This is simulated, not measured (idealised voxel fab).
Name of the process module below: voxel gate over fins
295 nm wide, 5 nm square cells: that's cross-section cut.
A cross-section is written here as square cells arranged in a grid, and it is given in bands from the top down, each band taking up one or more rows of cells. Basically the band line says how high the top is and how high the bottom is, in nm, and then what's in it from left to right, every material with its width in nm. Empty space shows up as "empty", and if a single material carries "everywhere" it runs the full band edge to edge. Note: height 0 marks the level under which the wafer is uniformly one material as received. Lowest band unbounded below, written "0 nm and below". Width spec "30 to 40" -> top row of cells at first value, bottom row at second value, equal per-row change in between. Where the words "no change" appear for a step, the cross-section shows no cell changed by that step; every cell remained as before. Heads up: "Tabulated closed voids" only lists the empty pockets with no open path to the top that are 8 cells or more, and it writes them as width x height at distance, distance from the left edge, in nm. Past the settings on a step's line: simulator remark, on that step. overlay nm: step with mask; distance mask lay right of planned place; negative value = left of planned place.
LIST OF PLANNED PROCESS STEPS
1. op RECEIVE | material Si
2. op CONFORMAL_DEP | material SiN | thk nm 5
3. op MASKED_ETCH | tone cover | mask id FINS | width nm 15 | pitch nm 40 | etch materials SiN | depth nm 5 | overlay nm 0
4. op MASKED_ETCH | tone cover | mask id FINS | width nm 15 | pitch nm 40 | etch materials Si | depth nm 35 | overlay nm 0
5. op FILL_DEP | material SiO2 | thk nm 5
6. op CMP | height nm 5
7. op SELECTIVE_ETCH | etch materials SiO2 | depth nm 20
8. op STRIP | etch materials SiN
9. op CONFORMAL_DEP | material HfO2 | thk nm 5
10. op CONFORMAL_DEP | material TiN | thk nm 5
11. op FILL_DEP | material W | thk nm 15
12. op CMP | height nm 20
13. op CONFORMAL_DEP | material SiN | thk nm 5
THE FIRST WAFER OF TWO, PROCESSED AS PLANNED
SHOWN IN CROSS-SECTION IS THE WAFER AS RECEIVED, THAT IS, AS IT STANDS AFTER STEP 1
> 0 nm and below | Si everywhere
> Tabulated closed voids: none
PRESENTED HERE IS A CROSS-SECTION OF THE WAFER AFTER STEP 2 HAS BEEN PERFORMED
> 5 nm to 0 nm | SiN everywhere
> Whatever lies below 0 is exactly as it was before.
PRESENTED HERE IS A CROSS-SECTION OF THE WAFER AFTER STEP 3 HAS BEEN PERFORMED
> 5 nm to 0 nm | 80 empty  15 SiN  25 empty  15 SiN  25 empty  15 SiN  25 empty  15 SiN  80 empty
> Whatever lies below 0 is exactly as it was before.
PRESENTED HERE IS A CROSS-SECTION OF THE WAFER AFTER STEP 4 HAS BEEN PERFORMED
> 5 nm to 0 nm | 80 empty  15 SiN  25 empty  15 SiN  25 empty  15 SiN  25 empty  15 SiN  80 empty
> 0 nm to -35 nm | 80 empty  15 Si  25 empty  15 Si  25 empty  15 Si  25 empty  15 Si  80 empty
> Whatever lies below -35 is exactly as it was before.
PRESENTED HERE IS A CROSS-SECTION OF THE WAFER AFTER STEP 5 HAS BEEN PERFORMED
> 10 nm to 5 nm | SiO2 everywhere
> 5 nm to 0 nm | 80 SiO2  15 SiN  25 SiO2  15 SiN  25 SiO2  15 SiN  25 SiO2  15 SiN  80 SiO2
> 0 nm to -35 nm | 80 SiO2  15 Si  25 SiO2  15 Si  25 SiO2  15 Si  25 SiO2  15 Si  80 SiO2
> Whatever lies below -35 is exactly as it was before.
PRESENTED HERE IS A CROSS-SECTION OF THE WAFER AFTER STEP 6 HAS BEEN PERFORMED
> 5 nm to 0 nm | 80 SiO2  15 SiN  25 SiO2  15 SiN  25 SiO2  15 SiN  25 SiO2  15 SiN  80 SiO2
> Whatever lies below 0 is exactly as it was before.
PRESENTED HERE IS A CROSS-SECTION OF THE WAFER AFTER STEP 7 HAS BEEN PERFORMED
> 5 nm to 0 nm | 80 empty  15 SiN  25 empty  15 SiN  25 empty  15 SiN  25 empty  15 SiN  80 empty
> 0 nm to -15 nm | 80 empty  15 Si  25 empty  15 Si  25 empty  15 Si  25 empty  15 Si  80 empty
> Whatever lies below -15 is exactly as it was before.
PRESENTED HERE IS A CROSS-SECTION OF THE WAFER AFTER STEP 8 HAS BEEN PERFORMED
> 0 nm to -15 nm | 80 empty  15 Si  25 empty  15 Si  25 empty  15 Si  25 empty  15 Si  80 empty
> Whatever lies below -15 is exactly as it was before.
PRESENTED HERE IS A CROSS-SECTION OF THE WAFER AFTER STEP 9 HAS BEEN PERFORMED
> 5 nm to 0 nm | 75 empty  25 HfO2  15 empty  25 HfO2  15 empty  25 HfO2  15 empty  25 HfO2  75 empty
> 0 nm to -10 nm | 75 empty  5 HfO2  15 Si  5 HfO2  15 empty  5 HfO2  15 Si  5 HfO2  15 empty  5 HfO2  15 Si  5 HfO2  15 empty  5 HfO2  15 Si  5 HfO2  75 empty
> -10 nm to -15 nm | 80 HfO2  15 Si  25 HfO2  15 Si  25 HfO2  15 Si  25 HfO2  15 Si  80 HfO2
> Whatever lies below -15 is exactly as it was before.
PRESENTED HERE IS A CROSS-SECTION OF THE WAFER AFTER STEP 10 HAS BEEN PERFORMED
> 10 nm to 5 nm | 70 empty  35 TiN  5 empty  35 TiN  5 empty  35 TiN  5 empty  35 TiN  70 empty
> 5 nm to 0 nm | 70 empty  5 TiN  25 HfO2  5 TiN  5 empty  5 TiN  25 HfO2  5 TiN  5 empty  5 TiN  25 HfO2  5 TiN  5 empty  5 TiN  25 HfO2  5 TiN  70 empty
> 0 nm to -5 nm | 70 empty  5 TiN  5 HfO2  15 Si  5 HfO2  5 TiN  5 empty  5 TiN  5 HfO2  15 Si  5 HfO2  5 TiN  5 empty  5 TiN  5 HfO2  15 Si  5 HfO2  5 TiN  5 empty  5 TiN  5 HfO2  15 Si  5 HfO2  5 TiN  70 empty
> -5 nm to -10 nm | 75 TiN  5 HfO2  15 Si  5 HfO2  15 TiN  5 HfO2  15 Si  5 HfO2  15 TiN  5 HfO2  15 Si  5 HfO2  15 TiN  5 HfO2  15 Si  5 HfO2  75 TiN
> Whatever lies below -10 is exactly as it was before.
PRESENTED HERE IS A CROSS-SECTION OF THE WAFER AFTER STEP 11 HAS BEEN PERFORMED
> 25 nm to 10 nm | W everywhere
> 10 nm to 5 nm | 70 W  35 TiN  5 W  35 TiN  5 W  35 TiN  5 W  35 TiN  70 W
> 5 nm to 0 nm | 70 W  5 TiN  25 HfO2  5 TiN  5 W  5 TiN  25 HfO2  5 TiN  5 W  5 TiN  25 HfO2  5 TiN  5 W  5 TiN  25 HfO2  5 TiN  70 W
> 0 nm to -5 nm | 70 W  5 TiN  5 HfO2  15 Si  5 HfO2  5 TiN  5 W  5 TiN  5 HfO2  15 Si  5 HfO2  5 TiN  5 W  5 TiN  5 HfO2  15 Si  5 HfO2  5 TiN  5 W  5 TiN  5 HfO2  15 Si  5 HfO2  5 TiN  70 W
> Whatever lies below -5 is exactly as it was before.
PRESENTED HERE IS A CROSS-SECTION OF THE WAFER AFTER STEP 12 HAS BEEN PERFORMED
> 20 nm to 10 nm | W everywhere
> Whatever lies below 10 is exactly as it was before.
PRESENTED HERE IS A CROSS-SECTION OF THE WAFER AFTER STEP 13 HAS BEEN PERFORMED
> 25 nm to 20 nm | SiN everywhere
> Whatever lies below 20 is exactly as it was before.
REGARDING THE SECOND OF THE TWO WAFERS: IT SHARED THE FIRST WAFER'S STARTING CONDITION AND PROCESS PLAN, YET ONE ERROR OCCURRED DURING ITS EXECUTION. ITS HISTORY COINCIDES WITH THAT OF THE FIRST WAFER UP TO AND INCLUDING STEP 8
Second wafer, cut view, end of step 9 per plan: no change
SECOND WAFER, CUT VIEW, END OF STEP 10 PER PLAN
> 5 nm to 0 nm | 75 empty  25 TiN  15 empty  25 TiN  15 empty  25 TiN  15 empty  25 TiN  75 empty
> 0 nm to -10 nm | 75 empty  5 TiN  15 Si  5 TiN  15 empty  5 TiN  15 Si  5 TiN  15 empty  5 TiN  15 Si  5 TiN  15 empty  5 TiN  15 Si  5 TiN  75 empty
> -10 nm to -15 nm | 80 TiN  15 Si  25 TiN  15 Si  25 TiN  15 Si  25 TiN  15 Si  80 TiN
> Whatever lies below -15 is exactly as it was before.
SECOND WAFER, CUT VIEW, END OF STEP 11 PER PLAN
> 20 nm to 5 nm | W everywhere
> 5 nm to 0 nm | 75 W  25 TiN  15 W  25 TiN  15 W  25 TiN  15 W  25 TiN  75 W
> 0 nm to -10 nm | 75 W  5 TiN  15 Si  5 TiN  15 W  5 TiN  15 Si  5 TiN  15 W  5 TiN  15 Si  5 TiN  15 W  5 TiN  15 Si  5 TiN  75 W
> Whatever lies below -10 is exactly as it was before.
Second wafer, cut view, end of step 12 per plan: no change
SECOND WAFER, CUT VIEW, END OF STEP 13 PER PLAN
> 25 nm to 20 nm | SiN everywhere
> Whatever lies below 20 is exactly as it was before.
Deviation noted in wafer processing: step 9 was dropped from the plan's execution and never run
Cell-count delta at end, second wafer over first, by material: -83 HfO2; +83 W
